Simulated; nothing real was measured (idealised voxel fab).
A process module follows: voxel wiring stack.
cross-section cut | 290 nm wide | cells 5 nm
Each cross-section below is a grid of square cells, stated as bands in top-down order, with one or more rows of cells making up each band.
The band entry comprises the height of the band's top followed by the height of its bottom, expressed in nm, and subsequently the band's materials from left to right, each stated together with its width in nm. Where a single material is marked with the word "everywhere", that material fills the band from edge to edge. The word "air" represents empty space.
Zero point of the height axis is 0; under it, received wafer = one material. Lowest band: continues down indefinitely, "0 and below".
The expression "30->40" gives the width at the extremes of the band, the first number at its top row of cells and the second at its bottom row, with the width changing by equal amounts from each row to the next in between.
No cell of the cross-section changed in a step that is given as "no alteration".
"Closed void register" specifies each empty space that is not open to the top and that occupies no fewer than 8 cells, using the form width x height at distance, the distance measured from the left edge and all three quantities in nm.
Note: text after step settings on the step line = simulator remark on that step.
For masked steps, "overlay nm" on the step line gives how far right of plan the mask actually lay; a minus sign means it lay to the left.
**Below is the list of planned process steps**
1,RECEIVE (material Si)
2,CONFORMAL_DEP (material SiO2; thk nm 10)
3,DIRECTIONAL_DEP (material TiN; thk nm 5)
4,DIRECTIONAL_DEP (material W; thk nm 20)
5,MASKED_ETCH (tone cover; mask id METAL_1; width nm 25; pitch nm 45; etch materials W; depth nm 20; overlay nm 0)
6,MASKED_ETCH (tone cover; mask id METAL_1; width nm 25; pitch nm 45; etch materials TiN; depth nm 5; overlay nm -15)
7,FILL_DEP (material lowk; thk nm 5)
8,CMP (height nm 35)
9,CONFORMAL_DEP (material SiCN; thk nm 5)
10,DIRECTIONAL_DEP (material lowk; thk nm 30)
11,DIRECTIONAL_DEP (material aC; thk nm 10)
12,PATTERN (tone open; mask id METAL_2_HOLES; material resist; width nm 15; thk nm 30; overlay nm 0)
13,DIRECTIONAL_ETCH (etch materials aC; depth nm 10)
14,STRIP (etch materials resist)
15,DIRECTIONAL_ETCH (etch materials lowk; depth nm 30)
16,STRIP (etch materials aC)
17,MASKED_ETCH (tone open; mask id METAL_2; width nm 25; pitch nm 45; etch materials lowk; depth nm 15; overlay nm 0)
18,MASKED_ETCH (tone open; mask id METAL_2; width nm 25; pitch nm 45; etch materials SiCN; depth nm 5; overlay nm 0)
19,CONFORMAL_DEP (material TiN; thk nm 5)
20,FILL_DEP (material Ru; thk nm 10)
21,CMP (height nm 70)
22,CONFORMAL_DEP (material SiN; thk nm 5)
The plan shows the overlay nm of step 6 as the first wafer had it; this setting differs between the wafers, which start out alike.
**Cut through the first of several wafers as received, post step 1**
* 0 and below: Si everywhere
* Closed void register: none
**Wafer rows, end of module: cells per material gained (+) or lost (-) since receipt; closed voids last**
overlay nm -15 | +16 Ru | +55 SiCN | +58 SiN | +116 SiO2 | +42 TiN | +40 W | +543 lowk | Closed void register: none
overlay nm -10 | +16 Ru | +55 SiCN | +58 SiN | +116 SiO2 | +40 TiN | +40 W | +545 lowk | Closed void register: none
overlay nm -5 | +16 Ru | +55 SiCN | +58 SiN | +116 SiO2 | +38 TiN | +40 W | +547 lowk | Closed void register: none
overlay nm 0 | +16 Ru | +55 SiCN | +58 SiN | +116 SiO2 | +36 TiN | +40 W | +549 lowk | Closed void register: none
overlay nm 5 | +16 Ru | +55 SiCN | +58 SiN | +116 SiO2 | +38 TiN | +40 W | +547 lowk | Closed void register: none
overlay nm 10 | +16 Ru | +55 SiCN | +58 SiN | +116 SiO2 | +40 TiN | +40 W | +545 lowk | Closed void register: none
overlay nm 15 | +16 Ru | +55 SiCN | +58 SiN | +116 SiO2 | +42 TiN | +40 W | +543 lowk | Closed void register: none
